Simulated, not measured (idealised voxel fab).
Herein follows the process module entitled voxel transistor to metal.
Section shown: cut. Width: 295 nm. Cell size: 5 nm, square.
We lay out every cross-section as a grid of square cells and spell it out in bands from the top down, where one band means one or more rows of cells. For a band, the entry starts with two heights in nm, that of the top and then that of the bottom, and carries on with the band's materials in order from left to right, each alongside its width in nm; the word "everywhere" beside a single material means it fills the band edge to edge, and "air" means empty space. Height reference: 0 = level under which incoming wafer is all one material. Lowest band: no bottom, runs on downward, e.g. "0..down". Graded width ("30->40"): value in top row of band = first number; value in bottom row = second number; row-to-row change constant. Reading "nothing got changed" for a step: not a cell of the cross-section changed in it. "Completely enclosed voids" contains a list of empty spaces, each no smaller than 8 cells and without an open way to the top, written in the form width x height at distance with the distance from the left edge and all three in nm. That trailing text on a step's line, after the settings, is the simulator's own remark on the step. overlay nm: mask offset rightward from planned place, masked step; negative means leftward offset.

-- Planned step list for the process
1) RECEIVE,material Si
2) OXIDIZE,depth nm 5
3) CONFORMAL_DEP,material SiN,thk nm 15
4) DIRECTIONAL_DEP,material aC,thk nm 10
5) PATTERN,tone cover,mask id ACTIVE,material resist,width nm 95,pitch nm 125,thk nm 30,overlay nm 0
6) DIRECTIONAL_ETCH,etch materials aC,depth nm 10
7) STRIP,etch materials resist
8) DIRECTIONAL_ETCH,etch materials SiN,depth nm 15
9) DIRECTIONAL_ETCH,etch materials SiO2,depth nm 5
10) DIRECTIONAL_ETCH,etch materials Si,depth nm 30
11) STRIP,etch materials aC
12) OXIDIZE,depth nm 5
13) FILL_DEP,material SiO2,thk nm 10
14) CMP,height nm 15
15) SELECTIVE_ETCH,etch materials SiO2,depth nm 10
16) STRIP,etch materials SiN
17) SELECTIVE_ETCH,etch materials SiO2,depth nm 5
18) OXIDIZE,depth nm 5
19) DIRECTIONAL_DEP,material polySi,thk nm 20
20) DIRECTIONAL_DEP,material SiCN,thk nm 10
21) PATTERN,tone cover,mask id GATE,material resist,width nm 15,pitch nm 125,thk nm 15,overlay nm 0
22) DIRECTIONAL_ETCH,etch materials SiCN,depth nm 20
23) DIRECTIONAL_ETCH,etch materials polySi,depth nm 30
24) STRIP,etch materials resist
25) CONFORMAL_DEP,material SiN,thk nm 5
26) DIRECTIONAL_ETCH,etch materials SiN,depth nm 5
27) DIRECTIONAL_ETCH,etch materials SiO2,depth nm 5
28) DIRECTIONAL_ETCH,etch materials Si,depth nm 10
29) EPI,material SiGe,thk nm 15
30) FILL_DEP,material SiO2,thk nm 5
31) CMP,height nm 25
32) DIRECTIONAL_DEP,material SiO2,thk nm 15
33) MASKED_ETCH,tone open,mask id CONTACT,width nm 25,etch materials SiO2,depth nm 45,overlay nm 0
34) CONFORMAL_DEP,material TiN,thk nm 5
35) FILL_DEP,material Ru,thk nm 5
36) CMP,height nm 40
37) DIRECTIONAL_DEP,material TiN,thk nm 5
38) DIRECTIONAL_DEP,material Ru,thk nm 15
39) MASKED_ETCH,tone cover,mask id METAL_1,width nm 15,etch materials Ru,depth nm 15,overlay nm 0
40) MASKED_ETCH,tone cover,mask id METAL_1,width nm 15,etch materials TiN,depth nm 5,overlay nm 0
41) CONFORMAL_DEP,material SiCN,thk nm 5
42) FILL_DEP,material lowk,thk nm 10
43) CMP,height nm 60
44) CONFORMAL_DEP,material SiN,thk nm 5

-- Wafer cross-section on receipt, i.e. after step 1
	0..down: Si everywhere
	Completely enclosed voids: none

-- The following cross-section depicts the wafer upon conclusion of the module. Processing commenced from the starting condition illustrated above and adhered to the plan illustrated above, save for one mistake in execution
	65..60: SiN everywhere
	60..45: lowk (40), then SiN (5), then Ru (15), then SiN (5), then lowk (35), then SiN (5), then Ru (15), then SiN (5), then lowk (40), then SiN (5), then Ru (15), then SiN (5), then lowk (35), then SiN (5), then Ru (15), then SiN (5), then lowk (45)
	45..40: SiN (45), then TiN (15), then SiN (45), then TiN (15), then SiN (50), then TiN (15), then SiN (45), then TiN (15), then SiN (50)
	40..25: SiO2 (45), then TiN (5), then Ru (15), then TiN (5), then SiO2 (25), then TiN (5), then Ru (15), then TiN (5), then SiO2 (50), then TiN (5), then Ru (15), then TiN (5), then SiO2 (25), then TiN (5), then Ru (15), then TiN (5), then SiO2 (50)
	25..15: SiO2 (45), then TiN (5), then Ru (15), then TiN (5), then SiN (5), then SiCN (15), then SiN (5), then TiN (5), then Ru (15), then TiN (5), then SiO2 (50), then TiN (5), then Ru (15), then TiN (5), then SiN (5), then SiCN (15), then SiN (5), then TiN (5), then Ru (15), then TiN (5), then SiO2 (50)
	15..10: SiO2 (45), then TiN (5), then Ru (15), then TiN (5), then SiN (5), then polySi (15), then SiN (5), then TiN (5), then Ru (15), then TiN (5), then SiO2 (50), then TiN (5), then Ru (15), then TiN (5), then SiN (5), then polySi (15), then SiN (5), then TiN (5), then Ru (15), then TiN (5), then SiO2 (50)
	10..5: SiO2 (45), then TiN (25), then SiN (5), then polySi (15), then SiN (5), then TiN (25), then SiO2 (50), then TiN (25), then SiN (5), then polySi (15), then SiN (5), then TiN (25), then SiO2 (50)
	5..0: SiO2 (45), then TiN (10), then SiGe (15), then SiN (5), then polySi (15), then SiN (5), then SiGe (15), then TiN (10), then SiO2 (50), then TiN (10), then SiGe (15), then SiN (5), then polySi (15), then SiN (5), then SiGe (15), then TiN (10), then SiO2 (50)
	0..-5: SiO2 (30), then SiN (5), then SiO2 (10), then TiN (10), then SiGe (15), then SiN (5), then polySi (15), then SiN (5), then SiGe (15), then TiN (10), then SiO2 (10), then SiN (5), then SiO2 (20), then SiN (5), then SiO2 (10), then TiN (10), then SiGe (15), then SiN (5), then polySi (15), then SiN (5), then SiGe (15), then TiN (10), then SiO2 (10), then SiN (5), then SiO2 (35)
	-5..-10: SiO2 (35), then SiGe (35), then SiO2 (25), then SiGe (35), then SiO2 (30), then SiGe (35), then SiO2 (25), then SiGe (35), then SiO2 (40)
	-10..-20: SiO2 (40), then SiGe (30), then Si (25), then SiGe (30), then SiO2 (40), then SiGe (30), then Si (25), then SiGe (30), then SiO2 (45)
	-20..-40: SiO2 (40), then Si (85), then SiO2 (40), then Si (85), then SiO2 (45)
	-40..down: Si everywhere
	Completely enclosed voids: none
What broke from the plan during processing? contrary to plan, step 41 was performed as CONFORMAL_DEP,material SiN,thk nm 5
